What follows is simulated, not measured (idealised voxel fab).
The following process module bears the name voxel fin reveal.
Section cut is 295 nm wide and gridded with 5 nm square cells.
Think of the cross-section as a grid of square cells. We describe it in bands, top to bottom, and each band covers one or more rows of those cells.
It is stipulated that each band's entry specify, in nanometres, the height of the top of the band and then that of its bottom, followed by the materials of the band in left-to-right sequence, each together with its width in nanometres. A single material marked by the word "edge to edge" is understood to fill the band from edge to edge; the word "empty" is understood to denote empty space.
The reference from which all heights are counted is 0, the level beneath which the as-received wafer is entirely one material; the lowest band, having no lower bound, proceeds downward and is written after the example "0..down".
A width given as "30 to 40" starts at the first number in the band's top row and ends at the second number in its bottom row, shifting by an equal amount at every step from row to row.
Reading "changes: none" for a step: not a cell of the cross-section changed in it.
Entry "Enclosed void catalog" = empty spaces >= 8 cells with no open way to the top; each as width x height at distance, distance from left edge, all nm.
Whatever follows a step's settings on its line is a remark the simulator itself makes about that step.
overlay nm: mask offset rightward from planned place, masked step; negative means leftward offset.

[Set out below are the planned steps of the process]
| 1 | RECEIVE [material Si] |
| 2 | CONFORMAL_DEP [material SiN] [thk nm 10] |
| 3 | MASKED_ETCH [tone cover] [mask id FINS] [width nm 15] [pitch nm 40] [etch materials SiN] [depth nm 10] [overlay nm 0] |
| 4 | MASKED_ETCH [tone cover] [mask id FINS] [width nm 15] [pitch nm 40] [etch materials Si] [depth nm 30] [overlay nm 0] |
| 5 | FILL_DEP [material SiO2] [thk nm 5] |
| 6 | CMP [height nm 10] |
| 7 | SELECTIVE_ETCH [etch materials SiO2] [depth nm 30] |
| 8 | STRIP [etch materials SiN] |
| 9 | CONFORMAL_DEP [material HfO2] [thk nm 5] |

[As-received state of the wafer in cross-section, equivalent to post-step 1]
> 0..down = Si edge to edge
> Enclosed void catalog: none

[Post-module cross-section: identical start and plan to those above, one misstep in execution]
> 5..0 = empty 95  SiO2 25  empty 15  SiO2 25  empty 15  SiO2 25  empty 95
> 0..-15 = empty 95  SiO2 5  Si 15  SiO2 5  empty 15  SiO2 5  Si 15  SiO2 5  empty 15  SiO2 5  Si 15  SiO2 5  empty 95
> -15..-30 = SiO2 100  Si 15  SiO2 25  Si 15  SiO2 25  Si 15  SiO2 100
> -30..down = Si edge to edge
> Enclosed void catalog: none
Processing error: note that step 9 departed from the planned setting and was carried out as CONFORMAL_DEP [material SiO2] [thk nm 5]
